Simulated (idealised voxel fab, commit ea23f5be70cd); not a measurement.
Process module name: voxel ribs on slabs
Displayed cross-section: cut, width of 140 nm, square cells sized 5 nm.
Square cells in a grid make up a cross-section in this document, and the grid is given as bands, listed from the top down, each one or more rows of cells. Heights first: top, then bottom, in nm. Then materials, left to right, each with a width in nm. "everywhere" on a single material: fills the band edge to edge. "blank": empty space. Ref level 0: as-received wafer is one material below here. Bottom band extends down with no lower bound ("0 nm and below"). Graded width ("30..40"): value in top row of band = first number; value in bottom row = second number; row-to-row change constant. What does "no change occurred" mean for a step? It means no cell of the cross-section changed in that step. "Closed void entries": empty spaces of 8 cells or more with no open way to the top, each given as width x height at distance, distance from the left edge, all in nm. What comes after the settings on a step's line is commentary from the simulator itself on that step. overlay nm: how far to the right of its planned place the mask lay on this masked step (negative: to the left).

-- Below is the list of planned process steps
- 1: RECEIVE: material Si
- 2: DIRECTIONAL_DEP: material SiO2, thk nm 25
- 3: DIRECTIONAL_DEP: material polySi, thk nm 15
- 4: DIRECTIONAL_DEP: material aC, thk nm 10
- 5: PATTERN: tone cover, mask id RIB, material resist, width nm 25, thk nm 30, overlay nm 0
- 6: DIRECTIONAL_ETCH: etch materials aC, depth nm 10
- 7: STRIP: etch materials resist
- 8: DIRECTIONAL_ETCH: etch materials polySi, depth nm 10
- 9: STRIP: etch materials aC
- 10: DIRECTIONAL_DEP: material aC, thk nm 10
- 11: PATTERN: tone cover, mask id SLAB, material resist, width nm 65, thk nm 30, overlay nm 0
- 12: DIRECTIONAL_ETCH: etch materials aC, depth nm 10
- 13: STRIP: etch materials resist
- 14: DIRECTIONAL_ETCH: etch materials polySi, depth nm 5
- 15: STRIP: etch materials aC
- 16: FILL_DEP: material SiO2, thk nm 25
- 17: CMP: height nm 60
- 18: DIRECTIONAL_DEP: material TiN, thk nm 10
- 19: DIRECTIONAL_DEP: material aC, thk nm 10
- 20: PATTERN: tone cover, mask id HEATER, material resist, width nm 35, thk nm 25, overlay nm 0
- 21: DIRECTIONAL_ETCH: etch materials aC, depth nm 10
- 22: STRIP: etch materials resist
- 23: DIRECTIONAL_ETCH: etch materials TiN, depth nm 10
- 24: STRIP: etch materials aC
- 25: CONFORMAL_DEP: material SiO2, thk nm 10

-- Wafer, first of two, run as planned

-- Step 1 complete: cross-section of the wafer as received
  0 nm and below | Si everywhere
  Closed void entries: none

-- So this is the wafer cross-section right after step 2
  25 nm to 0 nm | SiO2 everywhere
  Below 0 it's all the same as before, nothing changed down there.

-- So this is the wafer cross-section right after step 3
  40 nm to 25 nm | polySi everywhere
  Below 25 it's all the same as before, nothing changed down there.

-- So this is the wafer cross-section right after step 4
  50 nm to 40 nm | aC everywhere
  Below 40 it's all the same as before, nothing changed down there.

-- So this is the wafer cross-section right after step 5
  80 nm to 50 nm | 55 blank, then 25 resist, then 60 blank
  Below 50 it's all the same as before, nothing changed down there.

-- So this is the wafer cross-section right after step 6
  70 nm to 50 nm | 55 blank, then 25 resist, then 60 blank
  50 nm to 40 nm | 55 blank, then 25 aC, then 60 blank
  Below 40 it's all the same as before, nothing changed down there.

-- So this is the wafer cross-section right after step 7
  50 nm to 40 nm | 55 blank, then 25 aC, then 60 blank
  Below 40 it's all the same as before, nothing changed down there.

-- So this is the wafer cross-section right after step 8
  50 nm to 40 nm | 55 blank, then 25 aC, then 60 blank
  40 nm to 30 nm | 55 blank, then 25 polySi, then 60 blank
  Below 30 it's all the same as before, nothing changed down there.

-- So this is the wafer cross-section right after step 9
  40 nm to 30 nm | 55 blank, then 25 polySi, then 60 blank
  Below 30 it's all the same as before, nothing changed down there.

-- So this is the wafer cross-section right after step 10
  50 nm to 40 nm | 55 blank, then 25 aC, then 60 blank
  40 nm to 30 nm | 55 aC, then 25 polySi, then 60 aC
  Below 30 it's all the same as before, nothing changed down there.

-- So this is the wafer cross-section right after step 11
  80 nm to 50 nm | 35 blank, then 65 resist, then 40 blank
  50 nm to 40 nm | 35 blank, then 20 resist, then 25 aC, then 20 resist, then 40 blank
  Below 40 it's all the same as before, nothing changed down there.

-- So this is the wafer cross-section right after step 12
  70 nm to 50 nm | 35 blank, then 65 resist, then 40 blank
  50 nm to 40 nm | 35 blank, then 20 resist, then 25 aC, then 20 resist, then 40 blank
  40 nm to 30 nm | 35 blank, then 20 aC, then 25 polySi, then 20 aC, then 40 blank
  Below 30 it's all the same as before, nothing changed down there.

-- So this is the wafer cross-section right after step 13
  50 nm to 40 nm | 55 blank, then 25 aC, then 60 blank
  Below 40 it's all the same as before, nothing changed down there.

-- So this is the wafer cross-section right after step 14
  50 nm to 40 nm | 55 blank, then 25 aC, then 60 blank
  40 nm to 30 nm | 35 blank, then 20 aC, then 25 polySi, then 20 aC, then 40 blank
  30 nm to 25 nm | 35 blank, then 65 polySi, then 40 blank
  Below 25 it's all the same as before, nothing changed down there.

-- So this is the wafer cross-section right after step 15
  40 nm to 30 nm | 55 blank, then 25 polySi, then 60 blank
  Below 30 it's all the same as before, nothing changed down there.

-- So this is the wafer cross-section right after step 16
  65 nm to 40 nm | SiO2 everywhere
  40 nm to 30 nm | 55 SiO2, then 25 polySi, then 60 SiO2
  30 nm to 25 nm | 35 SiO2, then 65 polySi, then 40 SiO2
  Below 25 it's all the same as before, nothing changed down there.

-- So this is the wafer cross-section right after step 17
  60 nm to 40 nm | SiO2 everywhere
  Below 40 it's all the same as before, nothing changed down there.

-- So this is the wafer cross-section right after step 18
  70 nm to 60 nm | TiN everywhere
  Below 60 it's all the same as before, nothing changed down there.

-- So this is the wafer cross-section right after step 19
  80 nm to 70 nm | aC everywhere
  Below 70 it's all the same as before, nothing changed down there.

-- So this is the wafer cross-section right after step 20
  105 nm to 80 nm | 50 blank, then 35 resist, then 55 blank
  Below 80 it's all the same as before, nothing changed down there.

-- So this is the wafer cross-section right after step 21
  95 nm to 80 nm | 50 blank, then 35 resist, then 55 blank
  80 nm to 70 nm | 50 blank, then 35 aC, then 55 blank
  Below 70 it's all the same as before, nothing changed down there.

-- So this is the wafer cross-section right after step 22
  80 nm to 70 nm | 50 blank, then 35 aC, then 55 blank
  Below 70 it's all the same as before, nothing changed down there.

-- So this is the wafer cross-section right after step 23
  80 nm to 70 nm | 50 blank, then 35 aC, then 55 blank
  70 nm to 60 nm | 50 blank, then 35 TiN, then 55 blank
  Below 60 it's all the same as before, nothing changed down there.

-- So this is the wafer cross-section right after step 24
  70 nm to 60 nm | 50 blank, then 35 TiN, then 55 blank
  Below 60 it's all the same as before, nothing changed down there.

-- So this is the wafer cross-section right after step 25
  80 nm to 70 nm | 40 blank, then 55 SiO2, then 45 blank
  70 nm to 60 nm | 50 SiO2, then 35 TiN, then 55 SiO2
  Below 60 it's all the same as before, nothing changed down there.

-- Notes, second wafer: start = first wafer's, plan = first wafer's, execution had one mistake; history identical to first through step 4

-- Cross-section of the second wafer when, according to plan, step 5 should have finished
  80 nm to 50 nm | 60 blank, then 20 resist, then 60 blank
  Below 50 it's all the same as before, nothing changed down there.

-- Cross-section of the second wafer when, according to plan, step 6 should have finished
  70 nm to 50 nm | 60 blank, then 20 resist, then 60 blank
  50 nm to 40 nm | 60 blank, then 20 aC, then 60 blank
  Below 40 it's all the same as before, nothing changed down there.

-- Cross-section of the second wafer when, according to plan, step 7 should have finished
  50 nm to 40 nm | 60 blank, then 20 aC, then 60 blank
  Below 40 it's all the same as before, nothing changed down there.

-- Cross-section of the second wafer when, according to plan, step 8 should have finished
  50 nm to 40 nm | 60 blank, then 20 aC, then 60 blank
  40 nm to 30 nm | 60 blank, then 20 polySi, then 60 blank
  Below 30 it's all the same as before, nothing changed down there.

-- Cross-section of the second wafer when, according to plan, step 9 should have finished
  40 nm to 30 nm | 60 blank, then 20 polySi, then 60 blank
  Below 30 it's all the same as before, nothing changed down there.

-- Cross-section of the second wafer when, according to plan, step 10 should have finished
  50 nm to 40 nm | 60 blank, then 20 aC, then 60 blank
  40 nm to 30 nm | 60 aC, then 20 polySi, then 60 aC
  Below 30 it's all the same as before, nothing changed down there.

-- Cross-section of the second wafer when, according to plan, step 11 should have finished
  80 nm to 50 nm | 35 blank, then 65 resist, then 40 blank
  50 nm to 40 nm | 35 blank, then 25 resist, then 20 aC, then 20 resist, then 40 blank
  Below 40 it's all the same as before, nothing changed down there.

-- Cross-section of the second wafer when, according to plan, step 12 should have finished
  70 nm to 50 nm | 35 blank, then 65 resist, then 40 blank
  50 nm to 40 nm | 35 blank, then 25 resist, then 20 aC, then 20 resist, then 40 blank
  40 nm to 30 nm | 35 blank, then 25 aC, then 20 polySi, then 20 aC, then 40 blank
  Below 30 it's all the same as before, nothing changed down there.

-- Cross-section of the second wafer when, according to plan, step 13 should have finished
  50 nm to 40 nm | 60 blank, then 20 aC, then 60 blank
  Below 40 it's all the same as before, nothing changed down there.

-- Cross-section of the second wafer when, according to plan, step 14 should have finished
  50 nm to 40 nm | 60 blank, then 20 aC, then 60 blank
  40 nm to 30 nm | 35 blank, then 25 aC, then 20 polySi, then 20 aC, then 40 blank
  30 nm to 25 nm | 35 blank, then 65 polySi, then 40 blank
  Below 25 it's all the same as before, nothing changed down there.

-- Cross-section of the second wafer when, according to plan, step 15 should have finished
  40 nm to 30 nm | 60 blank, then 20 polySi, then 60 blank
  Below 30 it's all the same as before, nothing changed down there.

-- Cross-section of the second wafer when, according to plan, step 16 should have finished
  65 nm to 40 nm | SiO2 everywhere
  40 nm to 30 nm | 60 SiO2, then 20 polySi, then 60 SiO2
  30 nm to 25 nm | 35 SiO2, then 65 polySi, then 40 SiO2
  Below 25 it's all the same as before, nothing changed down there.

-- Cross-section of the second wafer when, according to plan, step 17 should have finished
  60 nm to 40 nm | SiO2 everywhere
  Below 40 it's all the same as before, nothing changed down there.

-- Cross-section of the second wafer when, according to plan, step 18 should have finished
  70 nm to 60 nm | TiN everywhere
  Below 60 it's all the same as before, nothing changed down there.

-- Cross-section of the second wafer when, according to plan, step 19 should have finished
  80 nm to 70 nm | aC everywhere
  Below 70 it's all the same as before, nothing changed down there.

-- Cross-section of the second wafer when, according to plan, step 20 should have finished
  105 nm to 80 nm | 50 blank, then 35 resist, then 55 blank
  Below 80 it's all the same as before, nothing changed down there.

-- Cross-section of the second wafer when, according to plan, step 21 should have finished
  95 nm to 80 nm | 50 blank, then 35 resist, then 55 blank
  80 nm to 70 nm | 50 blank, then 35 aC, then 55 blank
  Below 70 it's all the same as before, nothing changed down there.

-- Cross-section of the second wafer when, according to plan, step 22 should have finished
  80 nm to 70 nm | 50 blank, then 35 aC, then 55 blank
  Below 70 it's all the same as before, nothing changed down there.

-- Cross-section of the second wafer when, according to plan, step 23 should have finished
  80 nm to 70 nm | 50 blank, then 35 aC, then 55 blank
  70 nm to 60 nm | 50 blank, then 35 TiN, then 55 blank
  Below 60 it's all the same as before, nothing changed down there.

-- Cross-section of the second wafer when, according to plan, step 24 should have finished
  70 nm to 60 nm | 50 blank, then 35 TiN, then 55 blank
  Below 60 it's all the same as before, nothing changed down there.

-- Cross-section of the second wafer when, according to plan, step 25 should have finished
  80 nm to 70 nm | 40 blank, then 55 SiO2, then 45 blank
  70 nm to 60 nm | 50 SiO2, then 35 TiN, then 55 SiO2
  Below 60 it's all the same as before, nothing changed down there.
Deviation noted in wafer processing: step 5 went in with a setting other than planned; the actual run was PATTERN: tone cover, mask id RIB, material resist, width nm 20, thk nm 30, overlay nm 0
Final cells, second wafer relative to first, materials higher or lower: SiO2 +2 | polySi -2
